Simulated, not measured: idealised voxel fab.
The following process module bears the name voxel lift off.
We display cut, a cross-section 175 nm in width whose square cells are each 5 nm.
Cross-section layout: square cells on a grid; listed as bands, top to bottom; a band spans one or more cell rows.
Each band's line starts with the height of the band's top and of its bottom, in nm. Then come its materials from left to right, each with its width in nm. One material with "all across" fills the band from edge to edge. "air" is empty space.
Heights are expressed relative to 0, this being the level below which the as-received wafer comprises one material exclusively. The lowest band is unbounded in the downward direction and is denoted as in "z 0 and below".
The width entry "30 to 40" should be interpreted row by row: the top row of cells in the band takes the first number, the bottom row takes the second number, and the change between adjacent rows is uniform throughout.
"remains unaltered", as given for a step, is the statement that not any cell of the cross-section underwent a change during that step.
If an empty space has no open way to the top and is at least 8 cells in size, "Enclosed void list" lists it, written width x height at distance, where distance is measured from the left edge and every value is in nm.
Formally, on a step line, whatever follows the settings is a remark that the simulator itself makes on the step.
overlay nm: right-of-plan distance of the mask on a masked step; negative values mean left-of-plan.

## Process steps (planned)
- 1: RECEIVE [material Si]
- 2: CONFORMAL_DEP [material SiN] [thk nm 15]
- 3: PATTERN [tone open] [mask id LINES] [material resist] [width nm 15] [pitch nm 35] [thk nm 25] [overlay nm 0]
- 4: DIRECTIONAL_DEP [material Ru] [thk nm 10]
- 5: STRIP [etch materials resist]
- 6: CONFORMAL_DEP [material SiCN] [thk nm 10]

## The first wafer of two, processed as planned

## The cross-section here shows the wafer as received, i.e. in its state after step 1
    z 0 and below | Si all across
    Enclosed void list: none

## Once step 2 is through, the wafer looks like this in cross-section
    z 15 to 0 | SiN all across
    For the remainder of the cross-section, below 0, there is no change.

## Once step 3 is through, the wafer looks like this in cross-section
    z 40 to 15 | 25 of resist, 15 of air, 20 of resist, 15 of air, 20 of resist, 15 of air, 20 of resist, 15 of air, 30 of resist
    For the remainder of the cross-section, below 15, there is no change.

## Once step 4 is through, the wafer looks like this in cross-section
    z 50 to 40 | 25 of Ru, 15 of air, 20 of Ru, 15 of air, 20 of Ru, 15 of air, 20 of Ru, 15 of air, 30 of Ru
    z 40 to 25 | 25 of resist, 15 of air, 20 of resist, 15 of air, 20 of resist, 15 of air, 20 of resist, 15 of air, 30 of resist
    z 25 to 15 | 25 of resist, 15 of Ru, 20 of resist, 15 of Ru, 20 of resist, 15 of Ru, 20 of resist, 15 of Ru, 30 of resist
    For the remainder of the cross-section, below 15, there is no change.

## Once step 5 is through, the wafer looks like this in cross-section
    z 25 to 15 | 25 of air, 15 of Ru, 20 of air, 15 of Ru, 20 of air, 15 of Ru, 20 of air, 15 of Ru, 30 of air
    For the remainder of the cross-section, below 15, there is no change.

## Once step 6 is through, the wafer looks like this in cross-section
    z 35 to 25 | 15 of air, 140 of SiCN, 20 of air
    z 25 to 15 | 25 of SiCN, 15 of Ru, 20 of SiCN, 15 of Ru, 20 of SiCN, 15 of Ru, 20 of SiCN, 15 of Ru, 30 of SiCN
    For the remainder of the cross-section, below 15, there is no change.

## Second wafer, same starting conditions and recipe as the first, one mistake in executing it, nothing differs from the first up to and including step 2

## Second wafer, cut view, end of step 3 per plan
    z 40 to 15 | 25 of air, 15 of resist, 20 of air, 15 of resist, 20 of air, 15 of resist, 20 of air, 15 of resist, 30 of air
    For the remainder of the cross-section, below 15, there is no change.

## Second wafer, cut view, end of step 4 per plan
    z 50 to 40 | 25 of air, 15 of Ru, 20 of air, 15 of Ru, 20 of air, 15 of Ru, 20 of air, 15 of Ru, 30 of air
    z 40 to 25 | 25 of air, 15 of resist, 20 of air, 15 of resist, 20 of air, 15 of resist, 20 of air, 15 of resist, 30 of air
    z 25 to 15 | 25 of Ru, 15 of resist, 20 of Ru, 15 of resist, 20 of Ru, 15 of resist, 20 of Ru, 15 of resist, 30 of Ru
    For the remainder of the cross-section, below 15, there is no change.

## Second wafer, cut view, end of step 5 per plan
    z 25 to 15 | 25 of Ru, 15 of air, 20 of Ru, 15 of air, 20 of Ru, 15 of air, 20 of Ru, 15 of air, 30 of Ru
    For the remainder of the cross-section, below 15, there is no change.

## Second wafer, cut view, end of step 6 per plan
    z 35 to 25 | SiCN all across
    z 25 to 15 | 25 of Ru, 15 of SiCN, 20 of Ru, 15 of SiCN, 20 of Ru, 15 of SiCN, 20 of Ru, 15 of SiCN, 30 of Ru
    For the remainder of the cross-section, below 15, there is no change.
What was done differently from what was planned? heads up, step 3 didn't go per plan, it actually ran as PATTERN [tone cover] [mask id LINES] [material resist] [width nm 15] [pitch nm 35] [thk nm 25] [overlay nm 0]
The closing comparison, in cells, has the second wafer with more or fewer of some materials than the first: 22 more of Ru; 8 fewer of SiCN
